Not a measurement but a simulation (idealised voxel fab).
The document below concerns the process module designated voxel capacitor over wiring.
Xsec cut, 225 nm wide, square cell size 5 nm.
Notation: cross-section as square-cell grid; stated in bands, top first, going down; one or more cell rows per band.
Quick guide to a band line: top height, bottom height (nm) up front; then every material left to right with its width in nm. Only one material and it's marked "throughout"? Then it fills the band edge to edge. And "empty" just means empty space.
The reference from which all heights are counted is 0, the level beneath which the as-received wafer is entirely one material; the lowest band, having no lower bound, proceeds downward and is written after the example "0 -> down".
Width "30..40": first value at the band's top row of cells, second value at its bottom row, equal change from row to row.
It should be understood that the words "same as before", when stated for a given step, signify that the cross-section underwent no change in any of its cells during that step.
You'll see "Completely enclosed voids" listing empty spaces that have no way open to the top, as long as they're 8 cells or more; the notation is width x height at distance, where the distance is from the left edge, and all of it is in nm.
If you see something after the settings on a step's line, that's the simulator's own remark about that step.
"overlay nm" denotes, for a step that has a mask, the displacement of the mask to the right of its planned place, with negative values corresponding to the left.

List of planned process steps
- 1: RECEIVE: material Si
- 2: CONFORMAL_DEP: material SiO2, thk nm 10
- 3: DIRECTIONAL_DEP: material TiN, thk nm 5
- 4: DIRECTIONAL_DEP: material W, thk nm 25
- 5: DIRECTIONAL_DEP: material aC, thk nm 15
- 6: PATTERN: tone cover, mask id METAL_1, material resist, width nm 20, pitch nm 90, thk nm 30, overlay nm 0
- 7: DIRECTIONAL_ETCH: etch materials aC, depth nm 15
- 8: STRIP: etch materials resist
- 9: DIRECTIONAL_ETCH: etch materials W, depth nm 25
- 10: DIRECTIONAL_ETCH: etch materials TiN, depth nm 5
- 11: STRIP: etch materials aC
- 12: FILL_DEP: material lowk, thk nm 5
- 13: CMP: height nm 40
- 14: CONFORMAL_DEP: material SiCN, thk nm 5
- 15: DIRECTIONAL_DEP: material SiO2, thk nm 15
- 16: DIRECTIONAL_DEP: material aC, thk nm 15
- 17: PATTERN: tone open, mask id PLUG_1, material resist, width nm 15, thk nm 35, overlay nm 0
- 18: DIRECTIONAL_ETCH: etch materials aC, depth nm 15
- 19: STRIP: etch materials resist
- 20: DIRECTIONAL_ETCH: etch materials SiO2, depth nm 15
- 21: DIRECTIONAL_ETCH: etch materials SiCN, depth nm 5
- 22: STRIP: etch materials aC
- 23: EPI: material Ru, thk nm 10
- 24: EPI: material Ru, thk nm 10
- 25: DIRECTIONAL_DEP: material TiN, thk nm 10
- 26: DIRECTIONAL_DEP: material Al2O3, thk nm 5
- 27: DIRECTIONAL_DEP: material TiN, thk nm 5
- 28: DIRECTIONAL_DEP: material aC, thk nm 15
- 29: PATTERN: tone cover, mask id UPPER_PLATE, material resist, width nm 75, thk nm 35, overlay nm 0
- 30: DIRECTIONAL_ETCH: etch materials aC, depth nm 15
- 31: STRIP: etch materials resist
- 32: DIRECTIONAL_ETCH: etch materials TiN, depth nm 5
- 33: DIRECTIONAL_ETCH: etch materials Al2O3, depth nm 5
- 34: STRIP: etch materials aC
- 35: PATTERN: tone cover, mask id LOWER_PLATE, material resist, width nm 85, thk nm 15, overlay nm 0
- 36: DIRECTIONAL_ETCH: etch materials TiN, depth nm 10
- 37: STRIP: etch materials resist
- 38: FILL_DEP: material SiO2, thk nm 15
- 39: CMP: height nm 90
- 40: MASKED_ETCH: tone open, mask id PLUG_2, width nm 15, etch materials SiO2, depth nm 10, overlay nm 0
- 41: CONFORMAL_DEP: material TiN, thk nm 5
- 42: FILL_DEP: material Ru, thk nm 5
- 43: CMP: height nm 90
- 44: CONFORMAL_DEP: material SiCN, thk nm 5

Shown in cross-section is the wafer as received, that is, as it stands after step 1
- 0 -> down  Si throughout
- Completely enclosed voids: none

The cross-section shown corresponds to the wafer at the conclusion of the module. The initial structure and the process plan are those presented above; however, one mistake occurred in executing the plan
- 95 -> 90  SiCN throughout
- 90 -> 85  SiO2: 70 | TiN: 5 | Ru: 5 | TiN: 5 | SiO2: 140
- 85 -> 75  SiO2: 70..60 | TiN: 15..75 | SiO2: 140..90
- 75 -> 70  SiO2: 60 | Al2O3: 75 | SiO2: 90
- 70 -> 60  SiO2: 55 | TiN: 85 | SiO2: 85
- 60 -> 45  SiO2: 60 | Ru: 15 | SiO2: 150
- 45 -> 40  SiCN: 60 | Ru: 15 | SiCN: 150
- 40 -> 15  lowk: 55 | W: 25 | lowk: 65 | W: 25 | lowk: 55
- 15 -> 10  lowk: 55 | TiN: 25 | lowk: 65 | TiN: 25 | lowk: 55
- 10 -> 0  SiO2 throughout
- 0 -> down  Si throughout
- Completely enclosed voids: none
Error vs. plan: step 6 ran with different settings than intended, the actual operation and settings being PATTERN: tone cover, mask id METAL_1, material resist, width nm 25, pitch nm 90, thk nm 30, overlay nm 0
